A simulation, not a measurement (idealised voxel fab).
The process module that follows is named voxel ribs on slabs.
140 nm wide, 5 nm square cells: that's cross-section cut.
Throughout this document, each cross-section is represented as a grid of square cells and is presented as a sequence of bands enumerated from the top downward, where a band comprises one or more rows of cells. What a band's entry tells you: where the top is and where the bottom is, as heights in nm, and after that what lies inside, material by material from left to right, each with its width in nm. Empty space is written as the word "empty", and a single material marked with the word "all across" occupies the band from edge to edge. A quick word on heights: they are counted from 0, and under that level the wafer as it came to us is one material throughout. The lowest band is different from the rest in having no bottom; it simply continues downward, written as in "from 0 down". Read "30..40" as a graded width: first number on top, second number at the bottom, same change between each pair of neighbouring rows. The cross-section has no changed cell in any step marked "no modification". Empty spaces counting at least 8 cells and having no open way to the top are listed in "Enclosed void list". The notation width x height at distance is used for each, the distance being from the left edge and all three values in nm. Anything after a step's settings on that line? It's the simulator's own note about the step. The line of a step may include "overlay nm". On a step with a mask, this value is how far to the right of its planned place the mask lay. A negative value means the mask lay to the left.
INTENDED PROCESS STEPS
1) RECEIVE, material Si
2) DIRECTIONAL_DEP, material SiO2, thk nm 30
3) DIRECTIONAL_DEP, material SiN, thk nm 15
4) DIRECTIONAL_DEP, material aC, thk nm 10
5) PATTERN, tone cover, mask id RIB, material resist, width nm 30, thk nm 30, overlay nm 0
6) DIRECTIONAL_ETCH, etch materials aC, depth nm 10
7) STRIP, etch materials resist
8) DIRECTIONAL_ETCH, etch materials SiN, depth nm 5
9) STRIP, etch materials aC
10) MASKED_ETCH, tone cover, mask id SLAB, width nm 90, etch materials SiN, depth nm 10, overlay nm 0
11) FILL_DEP, material SiO2, thk nm 30
12) CMP, height nm 65
13) DIRECTIONAL_DEP, material W, thk nm 10
14) DIRECTIONAL_DEP, material aC, thk nm 10
15) PATTERN, tone cover, mask id HEATER, material resist, width nm 40, thk nm 30, overlay nm 0
16) DIRECTIONAL_ETCH, etch materials aC, depth nm 10
17) STRIP, etch materials resist
18) DIRECTIONAL_ETCH, etch materials W, depth nm 10
19) STRIP, etch materials aC
20) CONFORMAL_DEP, material SiN, thk nm 10
INCOMING WAFER IN CROSS-SECTION (STATE: AFTER STEP 1)
* from 0 down | Si all across
* Enclosed void list: none
POST-MODULE CROSS-SECTION OF THE FIRST OF TWO WAFERS (RUN PER PLAN)
* from 85 to 75 | 40 nm empty, 60 nm SiN, 40 nm empty
* from 75 to 65 | 50 nm SiN, 40 nm W, 50 nm SiN
* from 65 to 45 | SiO2 all across
* from 45 to 40 | 55 nm SiO2, 30 nm SiN, 55 nm SiO2
* from 40 to 30 | 25 nm SiO2, 90 nm SiN, 25 nm SiO2
* from 30 to 0 | SiO2 all across
* from 0 down | Si all across
* Enclosed void list: none
SO THIS IS WAFER NUMBER TWO OF THE TWO, CUT AT THE END OF THE MODULE - IT STARTED WHERE THE FIRST DID AND HAD THE SAME PLAN, WE JUST GOT ONE THING WRONG RUNNING IT
* from 85 to 75 | 40 nm empty, 60 nm SiN, 40 nm empty
* from 75 to 65 | 50 nm SiN, 40 nm W, 50 nm SiN
* from 65 to 60 | 25 nm SiO2, 90 nm SiN, 25 nm SiO2
* from 60 to 0 | SiO2 all across
* from 0 down | Si all across
* Enclosed void list: none
The mistake made against the process plan was this: twice, step 2 of the plan was run
Per the end-of-run cell counts, the second wafer holds more or fewer of some materials than the first: SiN -24 | SiO2 +24
